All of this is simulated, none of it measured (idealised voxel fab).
Title: Process Module voxel wiring stack
In the cross-section labelled cut, the width is 260 nm and each square cell is 5 nm.
Cross-section layout: square cells on a grid; listed as bands, top to bottom; a band spans one or more cell rows.
Top, bottom (nm), then materials left to right with widths (nm); lone material tagged "full width" fills the whole band edge to edge; "blank" = empty space.
Below 0: as-received wafer, all one material; heights counted from there. Lowest band: no bottom, goes on down, written "0..down".
Think of "30..40" as a width that walks from the first number to the second as you go down the band, top row to bottom row, taking equal-sized steps from row to row.
Where the words "all unchanged" appear for a step, the cross-section shows no cell changed by that step; every cell remained as before.
"Enclosed cavity list" lists enclosed empty spaces (at least 8 cells, no open path upward to the top), each as width x height at distance from the left edge, in nm.
On each step's line, the part that comes after the settings is the simulator's own comment on the step.
"overlay nm" denotes, for a step that has a mask, the displacement of the mask to the right of its planned place, with negative values corresponding to the left.

Steps planned for the process:
- 1: RECEIVE: material Si
- 2: CONFORMAL_DEP: material SiO2, thk nm 15
- 3: CONFORMAL_DEP: material SiCN, thk nm 5
- 4: DIRECTIONAL_DEP: material lowk, thk nm 15
- 5: DIRECTIONAL_DEP: material aC, thk nm 10
- 6: PATTERN: tone open, mask id METAL_1, material resist, width nm 20, pitch nm 40, thk nm 25, overlay nm 0
- 7: DIRECTIONAL_ETCH: etch materials aC, depth nm 10
- 8: STRIP: etch materials resist
- 9: DIRECTIONAL_ETCH: etch materials lowk, depth nm 15
- 10: DIRECTIONAL_ETCH: etch materials SiCN, depth nm 5
- 11: STRIP: etch materials aC
- 12: CONFORMAL_DEP: material TiN, thk nm 5
- 13: FILL_DEP: material Cu, thk nm 5
- 14: CMP: height nm 35
- 15: EPI: material Ru, thk nm 5
- 16: FILL_DEP: material SiCN, thk nm 5
- 17: DIRECTIONAL_DEP: material SiO2, thk nm 15
- 18: DIRECTIONAL_DEP: material aC, thk nm 15
- 19: PATTERN: tone open, mask id PLUG_1, material resist, width nm 15, pitch nm 40, thk nm 30, overlay nm 0
- 20: DIRECTIONAL_ETCH: etch materials aC, depth nm 15
- 21: STRIP: etch materials resist
- 22: DIRECTIONAL_ETCH: etch materials SiO2, depth nm 15
- 23: DIRECTIONAL_ETCH: etch materials SiCN, depth nm 5
- 24: STRIP: etch materials aC
- 25: EPI: material Ru, thk nm 10
- 26: EPI: material Ru, thk nm 10
- 27: CONFORMAL_DEP: material SiCN, thk nm 5
- 28: DIRECTIONAL_DEP: material lowk, thk nm 20
- 29: PATTERN: tone open, mask id METAL_2, material resist, width nm 20, pitch nm 40, thk nm 15, overlay nm 0
- 30: DIRECTIONAL_ETCH: etch materials lowk, depth nm 20
- 31: DIRECTIONAL_ETCH: etch materials SiCN, depth nm 5
- 32: STRIP: etch materials resist
- 33: CONFORMAL_DEP: material TiN, thk nm 5
- 34: FILL_DEP: material W, thk nm 5
- 35: CMP: height nm 85
- 36: CONFORMAL_DEP: material SiCN, thk nm 5
- 37: DIRECTIONAL_DEP: material lowk, thk nm 30
- 38: MASKED_ETCH: tone open, mask id METAL_3, width nm 20, pitch nm 40, etch materials lowk, depth nm 15, overlay nm 0
- 39: MASKED_ETCH: tone open, mask id METAL_3_HOLES, width nm 15, pitch nm 40, etch materials lowk, depth nm 15, overlay nm 0
- 40: MASKED_ETCH: tone open, mask id METAL_3_HOLES, width nm 15, pitch nm 40, etch materials SiCN, depth nm 5, overlay nm 0
- 41: CONFORMAL_DEP: material TiN, thk nm 5
- 42: FILL_DEP: material Cu, thk nm 5
- 43: CMP: height nm 120
- 44: CONFORMAL_DEP: material SiCN, thk nm 5
- 45: DIRECTIONAL_DEP: material SiO2, thk nm 20
- 46: MASKED_ETCH: tone open, mask id PLUG_3, width nm 15, pitch nm 40, etch materials SiO2, depth nm 20, overlay nm 0
- 47: MASKED_ETCH: tone open, mask id PLUG_3, width nm 15, pitch nm 40, etch materials SiCN, depth nm 5, overlay nm 0
- 48: EPI: material Ru, thk nm 10
- 49: EPI: material Ru, thk nm 10
- 50: EPI: material Ru, thk nm 5
- 51: DIRECTIONAL_DEP: material TiN, thk nm 5
- 52: DIRECTIONAL_DEP: material W, thk nm 25
- 53: MASKED_ETCH: tone cover, mask id METAL_4, width nm 20, pitch nm 40, etch materials W, depth nm 25, overlay nm 0
- 54: MASKED_ETCH: tone cover, mask id METAL_4, width nm 20, pitch nm 40, etch materials TiN, depth nm 5, overlay nm 0
- 55: CONFORMAL_DEP: material SiCN, thk nm 5
- 56: FILL_DEP: material SiO2, thk nm 5
- 57: CMP: height nm 175
- 58: CONFORMAL_DEP: material SiCN, thk nm 5

Cross-section of the wafer as it came to us, i.e., already through step 1:
  0..down  Si full width
  Enclosed cavity list: none

Same starting wafer, same plan as above, one mistake in the execution; this is the cross-section at the end of the module:
  180..175  SiCN full width
  175..170  SiO2 75 | SiCN 30 | SiO2 10 | SiCN 30 | SiO2 10 | SiCN 30 | SiO2 75
  170..150  SiO2 75 | SiCN 5 | W 20 | SiCN 5 | SiO2 10 | SiCN 5 | W 20 | SiCN 5 | SiO2 10 | SiCN 5 | W 20 | SiCN 5 | SiO2 75
  150..145  SiCN 80 | W 20 | SiCN 20 | W 20 | SiCN 20 | W 20 | SiCN 80
  145..125  SiO2 80 | Ru 15 | SiO2 25 | Ru 15 | SiO2 25 | Ru 15 | SiO2 85
  125..120  SiCN 80 | Ru 15 | SiCN 25 | Ru 15 | SiCN 25 | Ru 15 | SiCN 85
  120..110  lowk 80 | TiN 5 | Cu 10 | TiN 5 | lowk 20 | TiN 5 | Cu 10 | TiN 5 | lowk 20 | TiN 5 | Cu 10 | TiN 5 | lowk 80
  110..105  lowk 80 | TiN 5 | Cu 5 | TiN 10 | lowk 20 | TiN 5 | Cu 5 | TiN 10 | lowk 20 | TiN 5 | Cu 5 | TiN 10 | lowk 80
  105..90  lowk 80 | TiN 5 | Cu 5 | TiN 5 | lowk 25 | TiN 5 | Cu 5 | TiN 5 | lowk 25 | TiN 5 | Cu 5 | TiN 5 | lowk 85
  90..85  SiCN 80 | TiN 15 | SiCN 25 | TiN 15 | SiCN 25 | TiN 15 | SiCN 85
  85..65  lowk 80 | TiN 5 | W 10 | TiN 5 | lowk 20 | TiN 5 | W 10 | TiN 5 | lowk 20 | TiN 5 | W 10 | TiN 5 | lowk 80
  65..60  SiCN 80 | TiN 20 | SiCN 20 | TiN 20 | SiCN 20 | TiN 20 | SiCN 80
  60..45  SiO2 80 | Ru 15 | SiO2 25 | Ru 15 | SiO2 25 | Ru 15 | SiO2 85
  45..35  SiCN 80..75 | Ru 15..30 | SiCN 25..10 | Ru 15..30 | SiCN 25..10 | Ru 15..30 | SiCN 85..75
  35..20  lowk 80 | TiN 5 | Cu 10 | TiN 5 | lowk 20 | TiN 5 | Cu 10 | TiN 5 | lowk 20 | TiN 5 | Cu 10 | TiN 5 | lowk 80
  20..15  SiCN 80 | TiN 20 | SiCN 20 | TiN 20 | SiCN 20 | TiN 20 | SiCN 80
  15..0  SiO2 full width
  0..down  Si full width
  Enclosed cavity list: none
What was done differently from what was planned? no execution of plan step 51; skipped
